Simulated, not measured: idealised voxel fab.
Module name: voxel spacer lines (process module)
275 nm wide, 5 nm square cells: that's cross-section cut.
Cross-section spec: square-cell grid; bands listed top down; each band is one or more rows.
For a band, the entry starts with two heights in nm, that of the top and then that of the bottom, and carries on with the band's materials in order from left to right, each alongside its width in nm; the word "full width" beside a single material means it fills the band edge to edge, and "blank" means empty space.
Measure heights from 0. That's the level where, below it, the as-received wafer is all one material. The lowest band is bottomless and extends downward; write it as in "0..down".
Top row gets the first number, bottom row gets the second, and each row in between changes by the same step: that is how a band width like "30..40" works.
"no modifications" (step): cross-section cells unchanged, all of them.
Reported under the label "Closed internal cavities" are the empty spaces having no open way to the top and comprising 8 cells or more; the notation for each is width x height at distance, in which the distance is measured from the left edge and all three values are in nm.
If you see something after the settings on a step's line, that's the simulator's own remark about that step.
overlay nm: on a step with a mask, how far right of its planned place the mask lay; negative means left.

# Planned step list for the process
| 1 | op RECEIVE | material Si |
| 2 | op CONFORMAL_DEP | material Al2O3 | thk nm 5 |
| 3 | op DIRECTIONAL_DEP | material W | thk nm 20 |
| 4 | op DIRECTIONAL_DEP | material polySi | thk nm 20 |
| 5 | op PATTERN | tone cover | mask id MANDREL | material resist | width nm 20 | pitch nm 60 | thk nm 25 | overlay nm -15 |
| 6 | op DIRECTIONAL_ETCH | etch materials polySi | depth nm 20 |
| 7 | op STRIP | etch materials resist |
| 8 | op CONFORMAL_DEP | material SiO2 | thk nm 10 |
| 9 | op DIRECTIONAL_ETCH | etch materials SiO2 | depth nm 10 |
| 10 | op STRIP | etch materials polySi |
| 11 | op DIRECTIONAL_ETCH | etch materials W | depth nm 20 |
| 12 | op STRIP | etch materials SiO2 |
| 13 | op FILL_DEP | material SiO2 | thk nm 5 |
| 14 | op CMP | height nm 25 |
Every wafer here starts from the same state; it is the step 5 overlay nm that distinguishes them, and the value the plan gives belongs to the first wafer.

# First of several wafers (as received, post step 1), cross-sectional view
  0..down | Si full width
  Closed internal cavities: none

# End of module: cross-section of the first of several wafers after step 14, the last step
  25..5 | SiO2: 70, W: 10, SiO2: 20, W: 10, SiO2: 20, W: 10, SiO2: 20, W: 10, SiO2: 105
  5..0 | Al2O3 full width
  0..down | Si full width
  Closed internal cavities: none

# Here's the last wafer cross-sectioned at the end of the module
  25..5 | SiO2: 100, W: 10, SiO2: 20, W: 10, SiO2: 20, W: 10, SiO2: 20, W: 10, SiO2: 75
  5..0 | Al2O3 full width
  0..down | Si full width
  Closed internal cavities: none

# The table below has one row for each wafer; a row shows, as of the end of the module, how many cells of each material the wafer has gained, marked (+), or lost, marked (-), since it was received, and then the wafer's closed voids
overlay nm -15 | +55 Al2O3 | +188 SiO2 | +32 W | Closed internal cavities: none
overlay nm -10 | +55 Al2O3 | +188 SiO2 | +32 W | Closed internal cavities: none
overlay nm -5 | +55 Al2O3 | +188 SiO2 | +32 W | Closed internal cavities: none
overlay nm 0 | +55 Al2O3 | +188 SiO2 | +32 W | Closed internal cavities: none
overlay nm 5 | +55 Al2O3 | +188 SiO2 | +32 W | Closed internal cavities: none
overlay nm 10 | +55 Al2O3 | +188 SiO2 | +32 W | Closed internal cavities: none
overlay nm 15 | +55 Al2O3 | +188 SiO2 | +32 W | Closed internal cavities: none
